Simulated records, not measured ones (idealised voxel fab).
Process module name: voxel self aligned contacts
cross-section cut | 160 nm wide | cells 5 nm
Think of the cross-section as a grid of square cells. We describe it in bands, top to bottom, and each band covers one or more rows of those cells.
What a band's entry tells you: where the top is and where the bottom is, as heights in nm, and after that what lies inside, material by material from left to right, each with its width in nm. Empty space is written as the word "empty", and a single material marked with the word "edge to edge" occupies the band from edge to edge.
Measure heights from 0. That's the level where, below it, the as-received wafer is all one material. The lowest band is bottomless and extends downward; write it as in "0..down".
Think of "30->40" as a width that walks from the first number to the second as you go down the band, top row to bottom row, taking equal-sized steps from row to row.
"nothing got changed" for a step: no cell of the cross-section changed in that step.
Reported under the label "Closed-off voids" are the empty spaces having no open way to the top and comprising 8 cells or more; the notation for each is width x height at distance, in which the distance is measured from the left edge and all three values are in nm.
Text after the settings on a step's line: the simulator's own remark on that step.
overlay nm: where the mask lay relative to plan, measured to the right, on steps with a mask; negatives go left.
**This section lists the process steps that were planned**
step 1: RECEIVE (material Si)
step 2: CONFORMAL_DEP (material SiO2; thk nm 5)
step 3: DIRECTIONAL_DEP (material polySi; thk nm 20)
step 4: DIRECTIONAL_DEP (material SiN; thk nm 25)
step 5: MASKED_ETCH (tone cover; mask id GATE; width nm 25; pitch nm 60; etch materials SiN; depth nm 25; overlay nm 0)
step 6: MASKED_ETCH (tone cover; mask id GATE; width nm 25; pitch nm 60; etch materials polySi; depth nm 20; overlay nm 0)
step 7: CONFORMAL_DEP (material SiN; thk nm 10)
step 8: DIRECTIONAL_ETCH (etch materials SiN; depth nm 10)
step 9: FILL_DEP (material SiO2; thk nm 20)
step 10: CMP (height nm 60)
step 11: MASKED_ETCH (tone open; mask id CONTACT; width nm 45; etch materials SiO2; depth nm 60; overlay nm 0)
step 12: CONFORMAL_DEP (material TiN; thk nm 5)
step 13: FILL_DEP (material Ru; thk nm 10)
step 14: CMP (height nm 60)
step 15: CONFORMAL_DEP (material SiCN; thk nm 5)
**Delivered wafer in cross-section: state after step 1**
* 0..down: Si edge to edge
* Closed-off voids: none
**The first of the two wafers as seen in cross-section once the module was finished; processing followed the plan**
* 65..60: SiCN edge to edge
* 60..50: 55 nm SiO2  5->20 nm TiN  35->5 nm Ru  5->20 nm TiN  60 nm SiO2
* 50..25: 25 nm SiO2  45 nm SiN  5 nm TiN  5 nm Ru  5 nm TiN  45 nm SiN  30 nm SiO2
* 25..5: 25 nm SiO2  10 nm SiN  25 nm polySi  10 nm SiN  5 nm TiN  5 nm Ru  5 nm TiN  10 nm SiN  25 nm polySi  10 nm SiN  30 nm SiO2
* 5..0: 70 nm SiO2  15 nm TiN  75 nm SiO2
* 0..down: Si edge to edge
* Closed-off voids: none
**second wafer at the end: like start, like plan, one mistake**
* 65..60: SiCN edge to edge
* 60..45: 25 nm SiO2  45 nm SiN  5 nm TiN  5 nm Ru  5 nm TiN  45 nm SiN  30 nm SiO2
* 45..30: 25 nm SiO2  10 nm SiN  25 nm polySi  10 nm SiN  5 nm TiN  5 nm Ru  5 nm TiN  10 nm SiN  25 nm polySi  10 nm SiN  30 nm SiO2
* 30..25: 25 nm SiO2  10 nm SiN  25 nm polySi  10 nm SiN  15 nm TiN  10 nm SiN  25 nm polySi  10 nm SiN  30 nm SiO2
* 25..5: polySi edge to edge
* 5..0: SiO2 edge to edge
* 0..down: Si edge to edge
* Closed-off voids: none
Want to know what went wrong? in the plan, step 3 was performed twice
Once processing is complete, comparing cell counts shows that the second wafer has more or fewer of certain materials than the first: Ru -11 | SiN -36 | SiO2 -65 | TiN -16 | polySi +128
